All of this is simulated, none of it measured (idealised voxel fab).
process module | voxel wiring stack
cross-section cut | 165 nm wide | cells 5 nm
A cross-section is a grid of square cells, given in bands from the top down. A band is one or more rows of cells.
Each band's line starts with the height of the band's top and of its bottom, in nm. Then come its materials from left to right, each with its width in nm. One material with "throughout" fills the band from edge to edge. "air" is empty space.
Height 0 is the level under which the wafer as received is all one material. The lowest band goes on downwards, as in "0 down".
A width such as "30 to 40" changes by the same amount from each row of cells to the next, from the band's top row to its bottom row.
"no change" after a step means that no cell of the cross-section changed.
closed voids: empty space of 8 cells or more with no open way to the top, each as width x height at its distance from the left edge, in nm
after a step's settings: what the simulator itself notes on the step
overlay nm, on a step with a mask: how far to the right of its planned place the mask lay; to the left if negative
plan
1 op RECEIVE | material Si
2 op CONFORMAL_DEP | material SiO2 | thk nm 10
3 op CONFORMAL_DEP | material SiCN | thk nm 5
4 op DIRECTIONAL_DEP | material SiO2 | thk nm 25
5 op DIRECTIONAL_DEP | material aC | thk nm 10
6 op PATTERN | tone open | mask id METAL_1 | material resist | width nm 30 | pitch nm 45 | thk nm 25 | overlay nm 0
7 op DIRECTIONAL_ETCH | etch materials aC | depth nm 10
8 op STRIP | etch materials resist
9 op DIRECTIONAL_ETCH | etch materials SiO2 | depth nm 25
10 op DIRECTIONAL_ETCH | etch materials SiCN | depth nm 5
11 op STRIP | etch materials aC
12 op CONFORMAL_DEP | material TiN | thk nm 5
13 op FILL_DEP | material W | thk nm 5
14 op CMP | height nm 40
15 op CONFORMAL_DEP | material SiCN | thk nm 5
16 op DIRECTIONAL_DEP | material lowk | thk nm 15
17 op DIRECTIONAL_DEP | material aC | thk nm 15
18 op PATTERN | tone open | mask id PLUG_1 | material resist | width nm 15 | pitch nm 90 | thk nm 35 | overlay nm 0
19 op DIRECTIONAL_ETCH | etch materials aC | depth nm 15
20 op STRIP | etch materials resist
21 op DIRECTIONAL_ETCH | etch materials lowk | depth nm 15
22 op DIRECTIONAL_ETCH | etch materials SiCN | depth nm 5
23 op STRIP | etch materials aC
24 op EPI | material Ru | thk nm 10
25 op EPI | material Ru | thk nm 10
26 op DIRECTIONAL_DEP | material TiN | thk nm 5
27 op DIRECTIONAL_DEP | material W | thk nm 25
28 op MASKED_ETCH | tone cover | mask id METAL_2 | width nm 30 | pitch nm 45 | etch materials W | depth nm 25 | overlay nm 0
29 op MASKED_ETCH | tone cover | mask id METAL_2 | width nm 30 | pitch nm 45 | etch materials TiN | depth nm 5 | overlay nm 0
30 op CONFORMAL_DEP | material SiCN | thk nm 5
31 op FILL_DEP | material SiO2 | thk nm 5
32 op CMP | height nm 90
33 op CONFORMAL_DEP | material SiCN | thk nm 5
34 op DIRECTIONAL_DEP | material lowk | thk nm 25
35 op DIRECTIONAL_DEP | material aC | thk nm 15
36 op PATTERN | tone open | mask id METAL_3_HOLES | material resist | width nm 15 | pitch nm 45 | thk nm 35 | overlay nm 0
37 op DIRECTIONAL_ETCH | etch materials aC | depth nm 15
38 op STRIP | etch materials resist
39 op DIRECTIONAL_ETCH | etch materials lowk | depth nm 25
40 op STRIP | etch materials aC
41 op PATTERN | tone open | mask id METAL_3 | material resist | width nm 30 | pitch nm 45 | thk nm 15 | overlay nm 0
42 op DIRECTIONAL_ETCH | etch materials lowk | depth nm 15
43 op DIRECTIONAL_ETCH | etch materials SiCN | depth nm 5
44 op STRIP | etch materials resist
45 op CONFORMAL_DEP | material TiN | thk nm 5
46 op FILL_DEP | material Cu | thk nm 5
47 op CMP | height nm 120
48 op CONFORMAL_DEP | material SiCN | thk nm 5
as received, after step 1
  0 down: Si throughout
  closed voids: none
a wafer at the end: this start, this plan, one mistake
  125 to 120: SiCN throughout
  120 to 110: lowk 20 | TiN 5 | Cu 20 | TiN 5 | lowk 15 | TiN 5 | Cu 20 | TiN 5 | lowk 15 | TiN 5 | Cu 20 | TiN 5 | lowk 25
  110 to 105: lowk 20 | TiN 5 | Cu 5 | TiN 20 | lowk 15 | TiN 5 | Cu 5 | TiN 20 | lowk 15 | TiN 5 | Cu 5 | TiN 20 | lowk 25
  105 to 95: lowk 20 | TiN 5 | Cu 5 | TiN 5 | lowk 30 | TiN 5 | Cu 5 | TiN 5 | lowk 30 | TiN 5 | Cu 5 | TiN 5 | lowk 40
  95 to 90: SiCN 20 | TiN 15 | SiCN 30 | TiN 15 | SiCN 30 | TiN 15 | SiCN 40
  90 to 70: W 20 | SiCN 5 | SiO2 20 | SiCN 5 | W 15 | SiCN 5 | SiO2 20 | SiCN 5 | W 15 | SiCN 5 | SiO2 20 | SiCN 5 | W 25
  70 to 65: W 20 | SiCN 30 | W 15 | SiCN 30 | W 15 | SiCN 30 | W 25
  65 to 60: TiN throughout
  60 to 45: lowk 20 | Ru 15 | lowk 75 | Ru 15 | lowk 40
  45 to 40: SiCN 20 | Ru 15 | SiCN 75 | Ru 15 | SiCN 40
  40 to 15: SiO2 20 | TiN 5 | W 20 | TiN 5 | SiO2 15 | TiN 5 | W 20 | TiN 5 | SiO2 15 | TiN 5 | W 20 | TiN 5 | SiO2 25
  15 to 10: SiCN 20 | TiN 30 | SiCN 15 | TiN 30 | SiCN 15 | TiN 30 | SiCN 25
  10 to 0: SiO2 throughout
  0 down: Si throughout
  closed voids: none
what went wrong: step 28 ran as: op MASKED_ETCH | tone open | mask id METAL_2 | width nm 30 | pitch nm 45 | etch materials W | depth nm 25 | overlay nm 0
